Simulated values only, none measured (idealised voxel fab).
process module | voxel transistor to metal
cross-section cut | 165 nm wide | cells 5 nm
A cross-section is a grid of square cells, given in bands from the top down. A band is one or more rows of cells.
Each band's line starts with the height of the band's top and of its bottom, in nm. Then come its materials from left to right, each with its width in nm. One material with "throughout" fills the band from edge to edge. "air" is empty space.
Height 0 is the level under which the wafer as received is all one material. The lowest band goes on downwards, as in "0 down".
A width such as "30 to 40" changes by the same amount from each row of cells to the next, from the band's top row to its bottom row.
"no change" after a step means that no cell of the cross-section changed.
closed voids: empty space of 8 cells or more with no open way to the top, each as width x height at its distance from the left edge, in nm
after a step's settings: what the simulator itself notes on the step
overlay nm, on a step with a mask: how far to the right of its planned place the mask lay; to the left if negative
plan
1 op RECEIVE | material Si
2 op OXIDIZE | depth nm 5
3 op CONFORMAL_DEP | material SiN | thk nm 15
4 op DIRECTIONAL_DEP | material aC | thk nm 10
5 op PATTERN | tone cover | mask id ACTIVE | material resist | width nm 115 | thk nm 25 | overlay nm 0
6 op DIRECTIONAL_ETCH | etch materials aC | depth nm 10
7 op STRIP | etch materials resist
8 op DIRECTIONAL_ETCH | etch materials SiN | depth nm 15
9 op DIRECTIONAL_ETCH | etch materials SiO2 | depth nm 5
10 op DIRECTIONAL_ETCH | etch materials Si | depth nm 25
11 op STRIP | etch materials aC
12 op OXIDIZE | depth nm 5
13 op FILL_DEP | material SiO2 | thk nm 15
14 op CMP | height nm 15
15 op SELECTIVE_ETCH | etch materials SiO2 | depth nm 5
16 op STRIP | etch materials SiN
17 op SELECTIVE_ETCH | etch materials SiO2 | depth nm 5
18 op OXIDIZE | depth nm 5
19 op DIRECTIONAL_DEP | material polySi | thk nm 25
20 op DIRECTIONAL_DEP | material SiCN | thk nm 15
21 op PATTERN | tone cover | mask id GATE | material resist | width nm 35 | thk nm 20 | overlay nm 0
22 op DIRECTIONAL_ETCH | etch materials SiCN | depth nm 25
23 op DIRECTIONAL_ETCH | etch materials polySi | depth nm 35
24 op STRIP | etch materials resist
25 op CONFORMAL_DEP | material SiN | thk nm 5
26 op DIRECTIONAL_ETCH | etch materials SiN | depth nm 5
27 op DIRECTIONAL_ETCH | etch materials SiO2 | depth nm 5
28 op DIRECTIONAL_ETCH | etch materials Si | depth nm 15
29 op EPI | material pSi | thk nm 15
30 op FILL_DEP | material SiO2 | thk nm 10
31 op CMP | height nm 20
32 op STRIP | etch materials polySi
33 op SELECTIVE_ETCH | etch materials SiO2 | depth nm 5
34 op CONFORMAL_DEP | material HfO2 | thk nm 5
35 op CONFORMAL_DEP | material TiN | thk nm 5
36 op FILL_DEP | material W | thk nm 5
37 op CMP | height nm 15
38 op DIRECTIONAL_DEP | material SiO2 | thk nm 15
39 op DIRECTIONAL_DEP | material aC | thk nm 15
40 op PATTERN | tone open | mask id CONTACT | material resist | width nm 15 | pitch nm 80 | thk nm 35 | overlay nm 0
41 op DIRECTIONAL_ETCH | etch materials aC | depth nm 15
42 op STRIP | etch materials resist
43 op DIRECTIONAL_ETCH | etch materials SiO2 | depth nm 40
44 op STRIP | etch materials aC
45 op CONFORMAL_DEP | material TiN | thk nm 5
46 op FILL_DEP | material W | thk nm 10
47 op CMP | height nm 30
48 op CONFORMAL_DEP | material SiCN | thk nm 5
49 op DIRECTIONAL_DEP | material lowk | thk nm 20
50 op PATTERN | tone open | mask id METAL_1 | material resist | width nm 15 | pitch nm 80 | thk nm 15 | overlay nm 0
51 op DIRECTIONAL_ETCH | etch materials lowk | depth nm 20
52 op DIRECTIONAL_ETCH | etch materials SiCN | depth nm 5
53 op STRIP | etch materials resist
54 op CONFORMAL_DEP | material TiN | thk nm 5
55 op FILL_DEP | material Cu | thk nm 5
56 op CMP | height nm 55
57 op CONFORMAL_DEP | material SiCN | thk nm 5
58 op DIRECTIONAL_DEP | material SiO2 | thk nm 35
59 op PATTERN | tone open | mask id METAL_2 | material resist | width nm 15 | pitch nm 80 | thk nm 20 | overlay nm 0
60 op DIRECTIONAL_ETCH | etch materials SiO2 | depth nm 20
61 op STRIP | etch materials resist
62 op MASKED_ETCH | tone open | mask id METAL_2_HOLES | width nm 15 | pitch nm 80 | etch materials SiO2 | depth nm 15 | overlay nm 0
63 op MASKED_ETCH | tone open | mask id METAL_2_HOLES | width nm 15 | pitch nm 80 | etch materials SiCN | depth nm 5 | overlay nm 0
64 op CONFORMAL_DEP | material TiN | thk nm 5
65 op FILL_DEP | material Ru | thk nm 10
66 op CMP | height nm 95
67 op CONFORMAL_DEP | material SiCN | thk nm 5
first wafer, as planned
as received, after step 1
  0 down: Si throughout
  closed voids: none
after step 2
  0 to -5: SiO2 throughout
  below -5: unchanged
after step 3
  15 to 0: SiN throughout
  below 0: unchanged
after step 4
  25 to 15: aC throughout
  below 15: unchanged
after step 5
  50 to 25: air 25 | resist 115 | air 25
  below 25: unchanged
after step 6
  40 to 25: air 25 | resist 115 | air 25
  25 to 15: air 25 | aC 115 | air 25
  below 15: unchanged
after step 7
  25 to 15: air 25 | aC 115 | air 25
  below 15: unchanged
after step 8
  25 to 15: air 25 | aC 115 | air 25
  15 to 0: air 25 | SiN 115 | air 25
  below 0: unchanged
after step 9
  25 to 15: air 25 | aC 115 | air 25
  15 to 0: air 25 | SiN 115 | air 25
  0 to -5: air 25 | SiO2 115 | air 25
  below -5: unchanged
after step 10
  25 to 15: air 25 | aC 115 | air 25
  15 to 0: air 25 | SiN 115 | air 25
  0 to -5: air 25 | SiO2 115 | air 25
  -5 to -30: air 25 | Si 115 | air 25
  below -30: unchanged
after step 11
  15 to 0: air 25 | SiN 115 | air 25
  below 0: unchanged
after step 12
  15 to 0: air 25 | SiN 115 | air 25
  0 to -5: air 25 | SiO2 115 | air 25
  -5 to -30: air 25 | SiO2 5 | Si 105 | SiO2 5 | air 25
  -30 to -35: SiO2 30 | Si 105 | SiO2 30
  below -35: unchanged
after step 13
  30 to 15: SiO2 throughout
  15 to 0: SiO2 25 | SiN 115 | SiO2 25
  0 to -5: SiO2 throughout
  -5 to -35: SiO2 30 | Si 105 | SiO2 30
  below -35: unchanged
after step 14
  15 to 0: SiO2 25 | SiN 115 | SiO2 25
  below 0: unchanged
after step 15
  15 to 10: air 25 | SiN 115 | air 25
  below 10: unchanged
after step 16
  10 to 0: SiO2 25 | air 115 | SiO2 25
  below 0: unchanged
after step 17
  5 to -5: SiO2 20 | air 125 | SiO2 20
  below -5: unchanged
after step 18
  5 to -5: SiO2 20 | air 125 | SiO2 20
  -5 to -10: SiO2 throughout
  below -10: unchanged
after step 19
  30 to 20: polySi 20 | air 125 | polySi 20
  20 to 5: polySi throughout
  5 to -5: SiO2 20 | polySi 125 | SiO2 20
  below -5: unchanged
after step 20
  45 to 35: SiCN 20 | air 125 | SiCN 20
  35 to 30: SiCN throughout
  30 to 20: polySi 20 | SiCN 125 | polySi 20
  below 20: unchanged
after step 21
  65 to 45: air 65 | resist 35 | air 65
  45 to 35: SiCN 20 | air 45 | resist 35 | air 45 | SiCN 20
  below 35: unchanged
after step 22
  65 to 35: air 65 | resist 35 | air 65
  35 to 30: air 65 | SiCN 35 | air 65
  30 to 20: polySi 20 | air 45 | SiCN 35 | air 45 | polySi 20
  below 20: unchanged
after step 23
  65 to 35: air 65 | resist 35 | air 65
  35 to 20: air 65 | SiCN 35 | air 65
  20 to 5: air 65 | polySi 35 | air 65
  5 to -5: SiO2 20 | air 45 | polySi 35 | air 45 | SiO2 20
  below -5: unchanged
after step 24
  35 to 20: air 65 | SiCN 35 | air 65
  below 20: unchanged
after step 25
  40 to 35: air 60 | SiN 45 | air 60
  35 to 20: air 60 | SiN 5 | SiCN 35 | SiN 5 | air 60
  20 to 10: air 60 | SiN 5 | polySi 35 | SiN 5 | air 60
  10 to 5: SiN 25 | air 35 | SiN 5 | polySi 35 | SiN 5 | air 35 | SiN 25
  5 to 0: SiO2 20 | SiN 5 | air 35 | SiN 5 | polySi 35 | SiN 5 | air 35 | SiN 5 | SiO2 20
  0 to -5: SiO2 20 | SiN 45 | polySi 35 | SiN 45 | SiO2 20
  below -5: unchanged
after step 26
  35 to 20: air 60 | SiN 5 | SiCN 35 | SiN 5 | air 60
  20 to 5: air 60 | SiN 5 | polySi 35 | SiN 5 | air 60
  5 to -5: SiO2 20 | SiN 5 | air 35 | SiN 5 | polySi 35 | SiN 5 | air 35 | SiN 5 | SiO2 20
  below -5: unchanged
after step 27
  35 to 20: air 60 | SiN 5 | SiCN 35 | SiN 5 | air 60
  20 to 5: air 60 | SiN 5 | polySi 35 | SiN 5 | air 60
  5 to 0: air 20 | SiN 5 | air 35 | SiN 5 | polySi 35 | SiN 5 | air 35 | SiN 5 | air 20
  0 to -5: SiO2 20 | SiN 5 | air 35 | SiN 5 | polySi 35 | SiN 5 | air 35 | SiN 5 | SiO2 20
  -5 to -10: SiO2 25 | air 35 | SiO2 45 | air 35 | SiO2 25
  below -10: unchanged
after step 28
  35 to 20: air 60 | SiN 5 | SiCN 35 | SiN 5 | air 60
  20 to 5: air 60 | SiN 5 | polySi 35 | SiN 5 | air 60
  5 to 0: air 20 | SiN 5 | air 35 | SiN 5 | polySi 35 | SiN 5 | air 35 | SiN 5 | air 20
  0 to -5: SiO2 20 | SiN 5 | air 35 | SiN 5 | polySi 35 | SiN 5 | air 35 | SiN 5 | SiO2 20
  -5 to -10: SiO2 25 | air 35 | SiO2 45 | air 35 | SiO2 25
  -10 to -25: SiO2 30 | air 30 | Si 45 | air 30 | SiO2 30
  below -25: unchanged
after step 29
  35 to 20: air 60 | SiN 5 | SiCN 35 | SiN 5 | air 60
  20 to 5: air 60 | SiN 5 | polySi 35 | SiN 5 | air 60
  5 to 0: air 20 | SiN 5 | air 20 | pSi 15 | SiN 5 | polySi 35 | SiN 5 | pSi 15 | air 20 | SiN 5 | air 20
  0 to -5: SiO2 20 | SiN 5 | air 20 | pSi 15 | SiN 5 | polySi 35 | SiN 5 | pSi 15 | air 20 | SiN 5 | SiO2 20
  -5 to -10: SiO2 25 | air 20 | pSi 15 | SiO2 45 | pSi 15 | air 20 | SiO2 25
  -10 to -25: SiO2 30 | pSi 30 | Si 45 | pSi 30 | SiO2 30
  below -25: unchanged
after step 30
  45 to 35: SiO2 throughout
  35 to 20: SiO2 60 | SiN 5 | SiCN 35 | SiN 5 | SiO2 60
  20 to 5: SiO2 60 | SiN 5 | polySi 35 | SiN 5 | SiO2 60
  5 to -5: SiO2 20 | SiN 5 | SiO2 20 | pSi 15 | SiN 5 | polySi 35 | SiN 5 | pSi 15 | SiO2 20 | SiN 5 | SiO2 20
  -5 to -10: SiO2 45 | pSi 15 | SiO2 45 | pSi 15 | SiO2 45
  below -10: unchanged
after step 31
  20 to 5: SiO2 60 | SiN 5 | polySi 35 | SiN 5 | SiO2 60
  below 5: unchanged
after step 32
  20 to 5: SiO2 60 | SiN 5 | air 35 | SiN 5 | SiO2 60
  5 to -5: SiO2 20 | SiN 5 | SiO2 20 | pSi 15 | SiN 5 | air 35 | SiN 5 | pSi 15 | SiO2 20 | SiN 5 | SiO2 20
  below -5: unchanged
after step 33
  20 to 15: air 60 | SiN 5 | air 35 | SiN 5 | air 60
  15 to 5: SiO2 60 | SiN 5 | air 35 | SiN 5 | SiO2 60
  5 to -5: SiO2 20 | SiN 5 | SiO2 20 | pSi 15 | SiN 5 | air 35 | SiN 5 | pSi 15 | SiO2 20 | SiN 5 | SiO2 20
  -5 to -10: SiO2 45 | pSi 15 | air 45 | pSi 15 | SiO2 45
  below -10: unchanged
after step 34
  25 to 20: air 55 | HfO2 15 | air 25 | HfO2 15 | air 55
  20 to 15: HfO2 60 | SiN 5 | HfO2 5 | air 25 | HfO2 5 | SiN 5 | HfO2 60
  15 to 5: SiO2 60 | SiN 5 | HfO2 5 | air 25 | HfO2 5 | SiN 5 | SiO2 60
  5 to -5: SiO2 20 | SiN 5 | SiO2 20 | pSi 15 | SiN 5 | HfO2 5 | air 25 | HfO2 5 | SiN 5 | pSi 15 | SiO2 20 | SiN 5 | SiO2 20
  -5 to -10: SiO2 45 | pSi 15 | HfO2 45 | pSi 15 | SiO2 45
  below -10: unchanged
after step 35
  30 to 25: air 50 | TiN 25 | air 15 | TiN 25 | air 50
  25 to 20: TiN 55 | HfO2 15 | TiN 5 | air 15 | TiN 5 | HfO2 15 | TiN 55
  20 to 15: HfO2 60 | SiN 5 | HfO2 5 | TiN 5 | air 15 | TiN 5 | HfO2 5 | SiN 5 | HfO2 60
  15 to 5: SiO2 60 | SiN 5 | HfO2 5 | TiN 5 | air 15 | TiN 5 | HfO2 5 | SiN 5 | SiO2 60
  5 to 0: SiO2 20 | SiN 5 | SiO2 20 | pSi 15 | SiN 5 | HfO2 5 | TiN 5 | air 15 | TiN 5 | HfO2 5 | SiN 5 | pSi 15 | SiO2 20 | SiN 5 | SiO2 20
  0 to -5: SiO2 20 | SiN 5 | SiO2 20 | pSi 15 | SiN 5 | HfO2 5 | TiN 25 | HfO2 5 | SiN 5 | pSi 15 | SiO2 20 | SiN 5 | SiO2 20
  below -5: unchanged
after step 36
  35 to 30: W throughout
  30 to 25: W 50 | TiN 25 | W 15 | TiN 25 | W 50
  25 to 20: TiN 55 | HfO2 15 | TiN 5 | W 15 | TiN 5 | HfO2 15 | TiN 55
  20 to 15: HfO2 60 | SiN 5 | HfO2 5 | TiN 5 | W 15 | TiN 5 | HfO2 5 | SiN 5 | HfO2 60
  15 to 5: SiO2 60 | SiN 5 | HfO2 5 | TiN 5 | W 15 | TiN 5 | HfO2 5 | SiN 5 | SiO2 60
  5 to 0: SiO2 20 | SiN 5 | SiO2 20 | pSi 15 | SiN 5 | HfO2 5 | TiN 5 | W 15 | TiN 5 | HfO2 5 | SiN 5 | pSi 15 | SiO2 20 | SiN 5 | SiO2 20
  below 0: unchanged
after step 37
  15 to 5: SiO2 60 | SiN 5 | HfO2 5 | TiN 5 | W 15 | TiN 5 | HfO2 5 | SiN 5 | SiO2 60
  below 5: unchanged
after step 38
  30 to 15: SiO2 throughout
  below 15: unchanged
after step 39
  45 to 30: aC throughout
  below 30: unchanged
after step 40
  80 to 45: resist 35 | air 15 | resist 65 | air 15 | resist 35
  below 45: unchanged
after step 41
  65 to 45: resist 35 | air 15 | resist 65 | air 15 | resist 35
  45 to 30: aC 35 | air 15 | aC 65 | air 15 | aC 35
  below 30: unchanged
after step 42
  45 to 30: aC 35 | air 15 | aC 65 | air 15 | aC 35
  below 30: unchanged
after step 43
  45 to 30: aC 35 | air 15 | aC 65 | air 15 | aC 35
  30 to 15: SiO2 35 | air 15 | SiO2 65 | air 15 | SiO2 35
  15 to 5: SiO2 35 | air 15 | SiO2 10 | SiN 5 | HfO2 5 | TiN 5 | W 15 | TiN 5 | HfO2 5 | SiN 5 | SiO2 10 | air 15 | SiO2 35
  5 to 0: SiO2 20 | SiN 5 | SiO2 10 | air 10 | pSi 15 | SiN 5 | HfO2 5 | TiN 5 | W 15 | TiN 5 | HfO2 5 | SiN 5 | pSi 15 | air 10 | SiO2 10 | SiN 5 | SiO2 20
  0 to -5: SiO2 20 | SiN 5 | SiO2 10 | air 10 | pSi 15 | SiN 5 | HfO2 5 | TiN 25 | HfO2 5 | SiN 5 | pSi 15 | air 10 | SiO2 10 | SiN 5 | SiO2 20
  -5 to -10: SiO2 35 | air 10 | pSi 15 | HfO2 45 | pSi 15 | air 10 | SiO2 35
  below -10: unchanged
after step 44
  30 to 15: SiO2 35 | air 15 | SiO2 65 | air 15 | SiO2 35
  below 15: unchanged
after step 45
  35 to 30: TiN 40 | air 5 | TiN 75 | air 5 | TiN 40
  30 to 15: SiO2 35 | TiN 5 | air 5 | TiN 5 | SiO2 65 | TiN 5 | air 5 | TiN 5 | SiO2 35
  15 to 10: SiO2 35 | TiN 5 | air 5 | TiN 5 | SiO2 10 | SiN 5 | HfO2 5 | TiN 5 | W 15 | TiN 5 | HfO2 5 | SiN 5 | SiO2 10 | TiN 5 | air 5 | TiN 5 | SiO2 35
  10 to 5: SiO2 35 | TiN 15 | SiO2 10 | SiN 5 | HfO2 5 | TiN 5 | W 15 | TiN 5 | HfO2 5 | SiN 5 | SiO2 10 | TiN 15 | SiO2 35
  5 to 0: SiO2 20 | SiN 5 | SiO2 10 | TiN 10 | pSi 15 | SiN 5 | HfO2 5 | TiN 5 | W 15 | TiN 5 | HfO2 5 | SiN 5 | pSi 15 | TiN 10 | SiO2 10 | SiN 5 | SiO2 20
  0 to -5: SiO2 20 | SiN 5 | SiO2 10 | TiN 10 | pSi 15 | SiN 5 | HfO2 5 | TiN 25 | HfO2 5 | SiN 5 | pSi 15 | TiN 10 | SiO2 10 | SiN 5 | SiO2 20
  -5 to -10: SiO2 35 | TiN 10 | pSi 15 | HfO2 45 | pSi 15 | TiN 10 | SiO2 35
  below -10: unchanged
after step 46
  45 to 35: W throughout
  35 to 30: TiN 40 | W 5 | TiN 75 | W 5 | TiN 40
  30 to 15: SiO2 35 | TiN 5 | W 5 | TiN 5 | SiO2 65 | TiN 5 | W 5 | TiN 5 | SiO2 35
  15 to 10: SiO2 35 | TiN 5 | W 5 | TiN 5 | SiO2 10 | SiN 5 | HfO2 5 | TiN 5 | W 15 | TiN 5 | HfO2 5 | SiN 5 | SiO2 10 | TiN 5 | W 5 | TiN 5 | SiO2 35
  below 10: unchanged
after step 47
  30 to 15: SiO2 35 | TiN 5 | W 5 | TiN 5 | SiO2 65 | TiN 5 | W 5 | TiN 5 | SiO2 35
  below 15: unchanged
after step 48
  35 to 30: SiCN throughout
  below 30: unchanged
after step 49
  55 to 35: lowk throughout
  below 35: unchanged
after step 50
  70 to 55: resist 35 | air 15 | resist 65 | air 15 | resist 35
  below 55: unchanged
after step 51
  70 to 55: resist 35 | air 15 | resist 65 | air 15 | resist 35
  55 to 35: lowk 35 | air 15 | lowk 65 | air 15 | lowk 35
  below 35: unchanged
after step 52
  70 to 55: resist 35 | air 15 | resist 65 | air 15 | resist 35
  55 to 35: lowk 35 | air 15 | lowk 65 | air 15 | lowk 35
  35 to 30: SiCN 35 | air 15 | SiCN 65 | air 15 | SiCN 35
  below 30: unchanged
after step 53
  55 to 35: lowk 35 | air 15 | lowk 65 | air 15 | lowk 35
  below 35: unchanged
after step 54
  60 to 55: TiN 40 | air 5 | TiN 75 | air 5 | TiN 40
  55 to 35: lowk 35 | TiN 5 | air 5 | TiN 5 | lowk 65 | TiN 5 | air 5 | TiN 5 | lowk 35
  35 to 30: SiCN 35 | TiN 15 | SiCN 65 | TiN 15 | SiCN 35
  below 30: unchanged
after step 55
  65 to 60: Cu throughout
  60 to 55: TiN 40 | Cu 5 | TiN 75 | Cu 5 | TiN 40
  55 to 35: lowk 35 | TiN 5 | Cu 5 | TiN 5 | lowk 65 | TiN 5 | Cu 5 | TiN 5 | lowk 35
  below 35: unchanged
after step 56
  55 to 35: lowk 35 | TiN 5 | Cu 5 | TiN 5 | lowk 65 | TiN 5 | Cu 5 | TiN 5 | lowk 35
  below 35: unchanged
after step 57
  60 to 55: SiCN throughout
  below 55: unchanged
after step 58
  95 to 60: SiO2 throughout
  below 60: unchanged
after step 59
  115 to 95: resist 35 | air 15 | resist 65 | air 15 | resist 35
  below 95: unchanged
after step 60
  115 to 95: resist 35 | air 15 | resist 65 | air 15 | resist 35
  95 to 75: SiO2 35 | air 15 | SiO2 65 | air 15 | SiO2 35
  below 75: unchanged
after step 61
  95 to 75: SiO2 35 | air 15 | SiO2 65 | air 15 | SiO2 35
  below 75: unchanged
after step 62
  95 to 60: SiO2 35 | air 15 | SiO2 65 | air 15 | SiO2 35
  below 60: unchanged
after step 63
  95 to 60: SiO2 35 | air 15 | SiO2 65 | air 15 | SiO2 35
  60 to 55: SiCN 35 | air 15 | SiCN 65 | air 15 | SiCN 35
  below 55: unchanged
after step 64
  100 to 95: TiN 40 | air 5 | TiN 75 | air 5 | TiN 40
  95 to 60: SiO2 35 | TiN 5 | air 5 | TiN 5 | SiO2 65 | TiN 5 | air 5 | TiN 5 | SiO2 35
  60 to 55: SiCN 35 | TiN 15 | SiCN 65 | TiN 15 | SiCN 35
  below 55: unchanged
after step 65
  110 to 100: Ru throughout
  100 to 95: TiN 40 | Ru 5 | TiN 75 | Ru 5 | TiN 40
  95 to 60: SiO2 35 | TiN 5 | Ru 5 | TiN 5 | SiO2 65 | TiN 5 | Ru 5 | TiN 5 | SiO2 35
  below 60: unchanged
after step 66
  95 to 60: SiO2 35 | TiN 5 | Ru 5 | TiN 5 | SiO2 65 | TiN 5 | Ru 5 | TiN 5 | SiO2 35
  below 60: unchanged
after step 67
  100 to 95: SiCN throughout
  below 95: unchanged
second wafer: like start, like plan, one mistake. Through step 33 it matches the first wafer
when step 34 should have ended
  25 to 20: air 55 | TiN 15 | air 25 | TiN 15 | air 55
  20 to 15: TiN 60 | SiN 5 | TiN 5 | air 25 | TiN 5 | SiN 5 | TiN 60
  15 to 5: SiO2 60 | SiN 5 | TiN 5 | air 25 | TiN 5 | SiN 5 | SiO2 60
  5 to -5: SiO2 20 | SiN 5 | SiO2 20 | pSi 15 | SiN 5 | TiN 5 | air 25 | TiN 5 | SiN 5 | pSi 15 | SiO2 20 | SiN 5 | SiO2 20
  -5 to -10: SiO2 45 | pSi 15 | TiN 45 | pSi 15 | SiO2 45
  below -10: unchanged
when step 35 should have ended
  30 to 25: air 50 | HfO2 25 | air 15 | HfO2 25 | air 50
  25 to 20: HfO2 55 | TiN 15 | HfO2 5 | air 15 | HfO2 5 | TiN 15 | HfO2 55
  20 to 15: TiN 60 | SiN 5 | TiN 5 | HfO2 5 | air 15 | HfO2 5 | TiN 5 | SiN 5 | TiN 60
  15 to 5: SiO2 60 | SiN 5 | TiN 5 | HfO2 5 | air 15 | HfO2 5 | TiN 5 | SiN 5 | SiO2 60
  5 to 0: SiO2 20 | SiN 5 | SiO2 20 | pSi 15 | SiN 5 | TiN 5 | HfO2 5 | air 15 | HfO2 5 | TiN 5 | SiN 5 | pSi 15 | SiO2 20 | SiN 5 | SiO2 20
  0 to -5: SiO2 20 | SiN 5 | SiO2 20 | pSi 15 | SiN 5 | TiN 5 | HfO2 25 | TiN 5 | SiN 5 | pSi 15 | SiO2 20 | SiN 5 | SiO2 20
  below -5: unchanged
when step 36 should have ended
  35 to 30: W throughout
  30 to 25: W 50 | HfO2 25 | W 15 | HfO2 25 | W 50
  25 to 20: HfO2 55 | TiN 15 | HfO2 5 | W 15 | HfO2 5 | TiN 15 | HfO2 55
  20 to 15: TiN 60 | SiN 5 | TiN 5 | HfO2 5 | W 15 | HfO2 5 | TiN 5 | SiN 5 | TiN 60
  15 to 5: SiO2 60 | SiN 5 | TiN 5 | HfO2 5 | W 15 | HfO2 5 | TiN 5 | SiN 5 | SiO2 60
  5 to 0: SiO2 20 | SiN 5 | SiO2 20 | pSi 15 | SiN 5 | TiN 5 | HfO2 5 | W 15 | HfO2 5 | TiN 5 | SiN 5 | pSi 15 | SiO2 20 | SiN 5 | SiO2 20
  below 0: unchanged
when step 37 should have ended
  15 to 5: SiO2 60 | SiN 5 | TiN 5 | HfO2 5 | W 15 | HfO2 5 | TiN 5 | SiN 5 | SiO2 60
  below 5: unchanged
when step 38 should have ended
  30 to 15: SiO2 throughout
  below 15: unchanged
when step 39 should have ended
  45 to 30: aC throughout
  below 30: unchanged
when step 40 should have ended
  80 to 45: resist 35 | air 15 | resist 65 | air 15 | resist 35
  below 45: unchanged
when step 41 should have ended
  65 to 45: resist 35 | air 15 | resist 65 | air 15 | resist 35
  45 to 30: aC 35 | air 15 | aC 65 | air 15 | aC 35
  below 30: unchanged
when step 42 should have ended
  45 to 30: aC 35 | air 15 | aC 65 | air 15 | aC 35
  below 30: unchanged
when step 43 should have ended
  45 to 30: aC 35 | air 15 | aC 65 | air 15 | aC 35
  30 to 15: SiO2 35 | air 15 | SiO2 65 | air 15 | SiO2 35
  15 to 5: SiO2 35 | air 15 | SiO2 10 | SiN 5 | TiN 5 | HfO2 5 | W 15 | HfO2 5 | TiN 5 | SiN 5 | SiO2 10 | air 15 | SiO2 35
  5 to 0: SiO2 20 | SiN 5 | SiO2 10 | air 10 | pSi 15 | SiN 5 | TiN 5 | HfO2 5 | W 15 | HfO2 5 | TiN 5 | SiN 5 | pSi 15 | air 10 | SiO2 10 | SiN 5 | SiO2 20
  0 to -5: SiO2 20 | SiN 5 | SiO2 10 | air 10 | pSi 15 | SiN 5 | TiN 5 | HfO2 25 | TiN 5 | SiN 5 | pSi 15 | air 10 | SiO2 10 | SiN 5 | SiO2 20
  -5 to -10: SiO2 35 | air 10 | pSi 15 | TiN 45 | pSi 15 | air 10 | SiO2 35
  below -10: unchanged
when step 44 should have ended
  30 to 15: SiO2 35 | air 15 | SiO2 65 | air 15 | SiO2 35
  below 15: unchanged
when step 45 should have ended
  35 to 30: TiN 40 | air 5 | TiN 75 | air 5 | TiN 40
  30 to 15: SiO2 35 | TiN 5 | air 5 | TiN 5 | SiO2 65 | TiN 5 | air 5 | TiN 5 | SiO2 35
  15 to 10: SiO2 35 | TiN 5 | air 5 | TiN 5 | SiO2 10 | SiN 5 | TiN 5 | HfO2 5 | W 15 | HfO2 5 | TiN 5 | SiN 5 | SiO2 10 | TiN 5 | air 5 | TiN 5 | SiO2 35
  10 to 5: SiO2 35 | TiN 15 | SiO2 10 | SiN 5 | TiN 5 | HfO2 5 | W 15 | HfO2 5 | TiN 5 | SiN 5 | SiO2 10 | TiN 15 | SiO2 35
  5 to 0: SiO2 20 | SiN 5 | SiO2 10 | TiN 10 | pSi 15 | SiN 5 | TiN 5 | HfO2 5 | W 15 | HfO2 5 | TiN 5 | SiN 5 | pSi 15 | TiN 10 | SiO2 10 | SiN 5 | SiO2 20
  0 to -5: SiO2 20 | SiN 5 | SiO2 10 | TiN 10 | pSi 15 | SiN 5 | TiN 5 | HfO2 25 | TiN 5 | SiN 5 | pSi 15 | TiN 10 | SiO2 10 | SiN 5 | SiO2 20
  -5 to -10: SiO2 35 | TiN 10 | pSi 15 | TiN 45 | pSi 15 | TiN 10 | SiO2 35
  below -10: unchanged
when step 46 should have ended
  45 to 35: W throughout
  35 to 30: TiN 40 | W 5 | TiN 75 | W 5 | TiN 40
  30 to 15: SiO2 35 | TiN 5 | W 5 | TiN 5 | SiO2 65 | TiN 5 | W 5 | TiN 5 | SiO2 35
  15 to 10: SiO2 35 | TiN 5 | W 5 | TiN 5 | SiO2 10 | SiN 5 | TiN 5 | HfO2 5 | W 15 | HfO2 5 | TiN 5 | SiN 5 | SiO2 10 | TiN 5 | W 5 | TiN 5 | SiO2 35
  below 10: unchanged
when step 47 should have ended
  30 to 15: SiO2 35 | TiN 5 | W 5 | TiN 5 | SiO2 65 | TiN 5 | W 5 | TiN 5 | SiO2 35
  below 15: unchanged
when step 48 should have ended
  35 to 30: SiCN throughout
  below 30: unchanged
when step 49 should have ended
  55 to 35: lowk throughout
  below 35: unchanged
when step 50 should have ended
  70 to 55: resist 35 | air 15 | resist 65 | air 15 | resist 35
  below 55: unchanged
when step 51 should have ended
  70 to 55: resist 35 | air 15 | resist 65 | air 15 | resist 35
  55 to 35: lowk 35 | air 15 | lowk 65 | air 15 | lowk 35
  below 35: unchanged
when step 52 should have ended
  70 to 55: resist 35 | air 15 | resist 65 | air 15 | resist 35
  55 to 35: lowk 35 | air 15 | lowk 65 | air 15 | lowk 35
  35 to 30: SiCN 35 | air 15 | SiCN 65 | air 15 | SiCN 35
  below 30: unchanged
when step 53 should have ended
  55 to 35: lowk 35 | air 15 | lowk 65 | air 15 | lowk 35
  below 35: unchanged
when step 54 should have ended
  60 to 55: TiN 40 | air 5 | TiN 75 | air 5 | TiN 40
  55 to 35: lowk 35 | TiN 5 | air 5 | TiN 5 | lowk 65 | TiN 5 | air 5 | TiN 5 | lowk 35
  35 to 30: SiCN 35 | TiN 15 | SiCN 65 | TiN 15 | SiCN 35
  below 30: unchanged
when step 55 should have ended
  65 to 60: Cu throughout
  60 to 55: TiN 40 | Cu 5 | TiN 75 | Cu 5 | TiN 40
  55 to 35: lowk 35 | TiN 5 | Cu 5 | TiN 5 | lowk 65 | TiN 5 | Cu 5 | TiN 5 | lowk 35
  below 35: unchanged
when step 56 should have ended
  55 to 35: lowk 35 | TiN 5 | Cu 5 | TiN 5 | lowk 65 | TiN 5 | Cu 5 | TiN 5 | lowk 35
  below 35: unchanged
when step 57 should have ended
  60 to 55: SiCN throughout
  below 55: unchanged
when step 58 should have ended
  95 to 60: SiO2 throughout
  below 60: unchanged
when step 59 should have ended
  115 to 95: resist 35 | air 15 | resist 65 | air 15 | resist 35
  below 95: unchanged
when step 60 should have ended
  115 to 95: resist 35 | air 15 | resist 65 | air 15 | resist 35
  95 to 75: SiO2 35 | air 15 | SiO2 65 | air 15 | SiO2 35
  below 75: unchanged
when step 61 should have ended
  95 to 75: SiO2 35 | air 15 | SiO2 65 | air 15 | SiO2 35
  below 75: unchanged
when step 62 should have ended
  95 to 60: SiO2 35 | air 15 | SiO2 65 | air 15 | SiO2 35
  below 60: unchanged
when step 63 should have ended
  95 to 60: SiO2 35 | air 15 | SiO2 65 | air 15 | SiO2 35
  60 to 55: SiCN 35 | air 15 | SiCN 65 | air 15 | SiCN 35
  below 55: unchanged
when step 64 should have ended
  100 to 95: TiN 40 | air 5 | TiN 75 | air 5 | TiN 40
  95 to 60: SiO2 35 | TiN 5 | air 5 | TiN 5 | SiO2 65 | TiN 5 | air 5 | TiN 5 | SiO2 35
  60 to 55: SiCN 35 | TiN 15 | SiCN 65 | TiN 15 | SiCN 35
  below 55: unchanged
when step 65 should have ended
  110 to 100: Ru throughout
  100 to 95: TiN 40 | Ru 5 | TiN 75 | Ru 5 | TiN 40
  95 to 60: SiO2 35 | TiN 5 | Ru 5 | TiN 5 | SiO2 65 | TiN 5 | Ru 5 | TiN 5 | SiO2 35
  below 60: unchanged
when step 66 should have ended
  95 to 60: SiO2 35 | TiN 5 | Ru 5 | TiN 5 | SiO2 65 | TiN 5 | Ru 5 | TiN 5 | SiO2 35
  below 60: unchanged
when step 67 should have ended
  100 to 95: SiCN throughout
  below 95: unchanged
what went wrong: steps 34 and 35 were swapped
at the end the second wafer has, in cells: 6 fewer of HfO2 | 6 more of TiN
